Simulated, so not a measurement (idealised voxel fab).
Process module in this document: voxel self aligned vias
295 nm wide, 5 nm square cells: that's cross-section cut.
Think of the cross-section as a grid of square cells. We describe it in bands, top to bottom, and each band covers one or more rows of those cells.
Band: top and bottom heights (nm) first, top before bottom; then materials from left to right, widths in nm. "everywhere" marks a sole material filling the band edge to edge. "empty" denotes empty space.
Heights are measured from 0, the level below which the as-received wafer is all one material; the lowest band has no bottom and continues downward, written as in "z 0 and below".
When a width is written as two numbers, as in "30 to 40", the first number is the width in the top row of cells of the band and the second is the width in its bottom row, and the width changes by the same amount from each row to the next.
Where a step carries "no alterations made", the cross-section came out of it unchanged, cell for cell.
Voids not open to the top, 8 cells minimum: see "Internal closed voids". Written width x height at distance; distance is from the left edge; nm.
That trailing text on a step's line, after the settings, is the simulator's own remark on the step.
"overlay nm" on a masked step: distance the mask lay right of its planned place, negative for left.
## This section lists the process steps that were planned
- 1: RECEIVE [material Si]
- 2: CONFORMAL_DEP [material SiO2] [thk nm 10]
- 3: CONFORMAL_DEP [material SiCN] [thk nm 5]
- 4: DIRECTIONAL_DEP [material lowk] [thk nm 30]
- 5: DIRECTIONAL_DEP [material aC] [thk nm 15]
- 6: PATTERN [tone open] [mask id LINES] [material resist] [width nm 30] [pitch nm 70] [thk nm 35] [overlay nm 0]
- 7: DIRECTIONAL_ETCH [etch materials aC] [depth nm 15]
- 8: STRIP [etch materials resist]
- 9: DIRECTIONAL_ETCH [etch materials lowk] [depth nm 30]
- 10: STRIP [etch materials aC]
- 11: CONFORMAL_DEP [material TiN] [thk nm 5]
- 12: FILL_DEP [material W] [thk nm 10]
- 13: CMP [height nm 45]
- 14: SELECTIVE_ETCH [etch materials W Ru TiN] [depth nm 10]
- 15: FILL_DEP [material SiN] [thk nm 10]
- 16: CMP [height nm 45]
- 17: DIRECTIONAL_DEP [material lowk] [thk nm 20]
- 18: PATTERN [tone open] [mask id VIAS] [material resist] [width nm 40] [thk nm 15] [overlay nm 0]
- 19: DIRECTIONAL_ETCH [etch materials lowk] [depth nm 20]
- 20: DIRECTIONAL_ETCH [etch materials SiN] [depth nm 10]
- 21: STRIP [etch materials resist]
- 22: CONFORMAL_DEP [material TiN] [thk nm 5]
- 23: FILL_DEP [material W] [thk nm 5]
- 24: CMP [height nm 65]
- 25: CONFORMAL_DEP [material SiCN] [thk nm 5]
## as received, after step 1
	z 0 and below  Si everywhere
	Internal closed voids: none
## First of two wafers at the end of the module, shown in cross-section; run carried out as planned
	z 70 to 65  SiCN everywhere
	z 65 to 50  90 nm lowk, then 5 nm TiN, then 30 nm W, then 5 nm TiN, then 165 nm lowk
	z 50 to 45  90 nm lowk, then 10 nm TiN, then 20 nm W, then 10 nm TiN, then 165 nm lowk
	z 45 to 40  95 nm lowk, then 5 nm TiN, then 20 nm W, then 5 nm TiN, then 40 nm lowk, then 30 nm SiN, then 100 nm lowk
	z 40 to 35  95 nm lowk, then 30 nm TiN, then 40 nm lowk, then 30 nm SiN, then 100 nm lowk
	z 35 to 20  95 nm lowk, then 5 nm TiN, then 20 nm W, then 5 nm TiN, then 40 nm lowk, then 5 nm TiN, then 20 nm W, then 5 nm TiN, then 100 nm lowk
	z 20 to 15  95 nm lowk, then 30 nm TiN, then 40 nm lowk, then 30 nm TiN, then 100 nm lowk
	z 15 to 10  SiCN everywhere
	z 10 to 0  SiO2 everywhere
	z 0 and below  Si everywhere
	Internal closed voids: none
## The second wafer, shown in cross-section after the module: started the same way as the first and given the same plan, yet one mistake crept into how it was run
	z 70 to 65  SiCN everywhere
	z 65 to 50  90 nm lowk, then 5 nm TiN, then 30 nm W, then 5 nm TiN, then 165 nm lowk
	z 50 to 45  90 nm lowk, then 40 nm TiN, then 165 nm lowk
	z 45 to 35  95 nm lowk, then 30 nm Ru, then 40 nm lowk, then 30 nm Ru, then 100 nm lowk
	z 35 to 20  95 nm lowk, then 5 nm TiN, then 20 nm W, then 5 nm TiN, then 40 nm lowk, then 5 nm TiN, then 20 nm W, then 5 nm TiN, then 100 nm lowk
	z 20 to 15  95 nm lowk, then 30 nm TiN, then 40 nm lowk, then 30 nm TiN, then 100 nm lowk
	z 15 to 10  SiCN everywhere
	z 10 to 0  SiO2 everywhere
	z 0 and below  Si everywhere
	Internal closed voids: none
What broke from the plan during processing? step 15 changed vs plan, executed as FILL_DEP [material Ru] [thk nm 10]
Final difference in cells, second wafer against first, listed per material as more or fewer: Ru: 24 more; SiN: 12 fewer; TiN: 4 fewer; W: 8 fewer
